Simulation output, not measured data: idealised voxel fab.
This section sets out a process module, namely voxel ribs on slabs.
Square cell edge 5 nm, section width 270 nm, ID cut.
Cross-sections here: square-cell grids, written as top-down lists of bands, a band being one or more rows of cells. Band: top and bottom heights (nm) first, top before bottom; then materials from left to right, widths in nm. "all across" marks a sole material filling the band edge to edge. "empty" denotes empty space. The reference from which all heights are counted is 0, the level beneath which the as-received wafer is entirely one material; the lowest band, having no lower bound, proceeds downward and is written after the example "0 -> down". Quick explanation for "30->40": the width changes in equal steps down the rows of cells, from the first number in the band's top row to the second number in its bottom row. No cell of the cross-section changed in a step that is given as "stayed the same". The label "Enclosed voids" introduces a list of the empty spaces, 8 cells or larger, that have no open way up to the top; each entry in it reads width x height at distance, where the distance is taken from the left edge and all three are stated in nm. The remark found on a step's line after its settings is issued by the simulator itself and pertains to that step. "overlay nm", when on a step's line for a step with a mask, measures how far to the right of its planned place the mask lay; a negative measure means to the left.

Intended process steps
1. RECEIVE: material Si
2. DIRECTIONAL_DEP: material SiO2, thk nm 20
3. DIRECTIONAL_DEP: material polySi, thk nm 20
4. DIRECTIONAL_DEP: material aC, thk nm 10
5. PATTERN: tone cover, mask id RIB, material resist, width nm 20, thk nm 30, overlay nm 0
6. DIRECTIONAL_ETCH: etch materials aC, depth nm 10
7. STRIP: etch materials resist
8. DIRECTIONAL_ETCH: etch materials polySi, depth nm 15
9. STRIP: etch materials aC
10. PATTERN: tone cover, mask id SLAB, material resist, width nm 60, thk nm 15, overlay nm 0
11. DIRECTIONAL_ETCH: etch materials polySi, depth nm 5
12. STRIP: etch materials resist
13. FILL_DEP: material SiO2, thk nm 25
14. CMP: height nm 55
15. DIRECTIONAL_DEP: material W, thk nm 5
16. PATTERN: tone cover, mask id HEATER, material resist, width nm 30, thk nm 20, overlay nm 0
17. DIRECTIONAL_ETCH: etch materials W, depth nm 5
18. STRIP: etch materials resist
19. CONFORMAL_DEP: material SiN, thk nm 5

First wafer of two (run as planned)

As-received wafer cross-section (after step 1)
* 0 -> down: Si all across
* Enclosed voids: none

Cross-sectional representation of the wafer at the conclusion of step 2
* 20 -> 0: SiO2 all across
* Below 0 it's all the same as before, nothing changed down there.

Cross-sectional representation of the wafer at the conclusion of step 3
* 40 -> 20: polySi all across
* Below 20 it's all the same as before, nothing changed down there.

Cross-sectional representation of the wafer at the conclusion of step 4
* 50 -> 40: aC all across
* Below 40 it's all the same as before, nothing changed down there.

Cross-sectional representation of the wafer at the conclusion of step 5
* 80 -> 50: 125 nm empty  20 nm resist  125 nm empty
* Below 50 it's all the same as before, nothing changed down there.

Cross-sectional representation of the wafer at the conclusion of step 6
* 70 -> 50: 125 nm empty  20 nm resist  125 nm empty
* 50 -> 40: 125 nm empty  20 nm aC  125 nm empty
* Below 40 it's all the same as before, nothing changed down there.

Cross-sectional representation of the wafer at the conclusion of step 7
* 50 -> 40: 125 nm empty  20 nm aC  125 nm empty
* Below 40 it's all the same as before, nothing changed down there.

Cross-sectional representation of the wafer at the conclusion of step 8
* 50 -> 40: 125 nm empty  20 nm aC  125 nm empty
* 40 -> 25: 125 nm empty  20 nm polySi  125 nm empty
* Below 25 it's all the same as before, nothing changed down there.

Cross-sectional representation of the wafer at the conclusion of step 9
* 40 -> 25: 125 nm empty  20 nm polySi  125 nm empty
* Below 25 it's all the same as before, nothing changed down there.

Cross-sectional representation of the wafer at the conclusion of step 10
* 55 -> 40: 105 nm empty  60 nm resist  105 nm empty
* 40 -> 25: 105 nm empty  20 nm resist  20 nm polySi  20 nm resist  105 nm empty
* Below 25 it's all the same as before, nothing changed down there.

Cross-sectional representation of the wafer at the conclusion of step 11
* 55 -> 40: 105 nm empty  60 nm resist  105 nm empty
* 40 -> 25: 105 nm empty  20 nm resist  20 nm polySi  20 nm resist  105 nm empty
* 25 -> 20: 105 nm empty  60 nm polySi  105 nm empty
* Below 20 it's all the same as before, nothing changed down there.

Cross-sectional representation of the wafer at the conclusion of step 12
* 40 -> 25: 125 nm empty  20 nm polySi  125 nm empty
* Below 25 it's all the same as before, nothing changed down there.

Cross-sectional representation of the wafer at the conclusion of step 13
* 65 -> 40: SiO2 all across
* 40 -> 25: 125 nm SiO2  20 nm polySi  125 nm SiO2
* 25 -> 20: 105 nm SiO2  60 nm polySi  105 nm SiO2
* Below 20 it's all the same as before, nothing changed down there.

Cross-sectional representation of the wafer at the conclusion of step 14
* 55 -> 40: SiO2 all across
* Below 40 it's all the same as before, nothing changed down there.

Cross-sectional representation of the wafer at the conclusion of step 15
* 60 -> 55: W all across
* Below 55 it's all the same as before, nothing changed down there.

Cross-sectional representation of the wafer at the conclusion of step 16
* 80 -> 60: 120 nm empty  30 nm resist  120 nm empty
* Below 60 it's all the same as before, nothing changed down there.

Cross-sectional representation of the wafer at the conclusion of step 17
* 80 -> 60: 120 nm empty  30 nm resist  120 nm empty
* 60 -> 55: 120 nm empty  30 nm W  120 nm empty
* Below 55 it's all the same as before, nothing changed down there.

Cross-sectional representation of the wafer at the conclusion of step 18
* 60 -> 55: 120 nm empty  30 nm W  120 nm empty
* Below 55 it's all the same as before, nothing changed down there.

Cross-sectional representation of the wafer at the conclusion of step 19
* 65 -> 60: 115 nm empty  40 nm SiN  115 nm empty
* 60 -> 55: 120 nm SiN  30 nm W  120 nm SiN
* Below 55 it's all the same as before, nothing changed down there.

Companion wafer, the second of two: same beginning, same intended sequence, one mistake in carrying it out; through step 9 inclusive it tracks the first exactly

Second wafer, section view, time point: scheduled end of step 10
* 55 -> 40: 110 nm empty  50 nm resist  110 nm empty
* 40 -> 25: 110 nm empty  15 nm resist  20 nm polySi  15 nm resist  110 nm empty
* Below 25 it's all the same as before, nothing changed down there.

Second wafer, section view, time point: scheduled end of step 11
* 55 -> 40: 110 nm empty  50 nm resist  110 nm empty
* 40 -> 25: 110 nm empty  15 nm resist  20 nm polySi  15 nm resist  110 nm empty
* 25 -> 20: 110 nm empty  50 nm polySi  110 nm empty
* Below 20 it's all the same as before, nothing changed down there.

Second wafer, section view, time point: scheduled end of step 12
* 40 -> 25: 125 nm empty  20 nm polySi  125 nm empty
* Below 25 it's all the same as before, nothing changed down there.

Second wafer, section view, time point: scheduled end of step 13
* 65 -> 40: SiO2 all across
* 40 -> 25: 125 nm SiO2  20 nm polySi  125 nm SiO2
* 25 -> 20: 110 nm SiO2  50 nm polySi  110 nm SiO2
* Below 20 it's all the same as before, nothing changed down there.

Second wafer, section view, time point: scheduled end of step 14
* 55 -> 40: SiO2 all across
* Below 40 it's all the same as before, nothing changed down there.

Second wafer, section view, time point: scheduled end of step 15
* 60 -> 55: W all across
* Below 55 it's all the same as before, nothing changed down there.

Second wafer, section view, time point: scheduled end of step 16
* 80 -> 60: 120 nm empty  30 nm resist  120 nm empty
* Below 60 it's all the same as before, nothing changed down there.

Second wafer, section view, time point: scheduled end of step 17
* 80 -> 60: 120 nm empty  30 nm resist  120 nm empty
* 60 -> 55: 120 nm empty  30 nm W  120 nm empty
* Below 55 it's all the same as before, nothing changed down there.

Second wafer, section view, time point: scheduled end of step 18
* 60 -> 55: 120 nm empty  30 nm W  120 nm empty
* Below 55 it's all the same as before, nothing changed down there.

Second wafer, section view, time point: scheduled end of step 19
* 65 -> 60: 115 nm empty  40 nm SiN  115 nm empty
* 60 -> 55: 120 nm SiN  30 nm W  120 nm SiN
* Below 55 it's all the same as before, nothing changed down there.
What went wrong in running the wafer? step 10 did not use the planned setting and instead ran as PATTERN: tone cover, mask id SLAB, material resist, width nm 50, thk nm 15, overlay nm 0
It is noted that, at the conclusion of processing, the second wafer exhibits a higher or lower cell count for certain materials relative to the first: SiO2: 2 more | polySi: 2 fewer
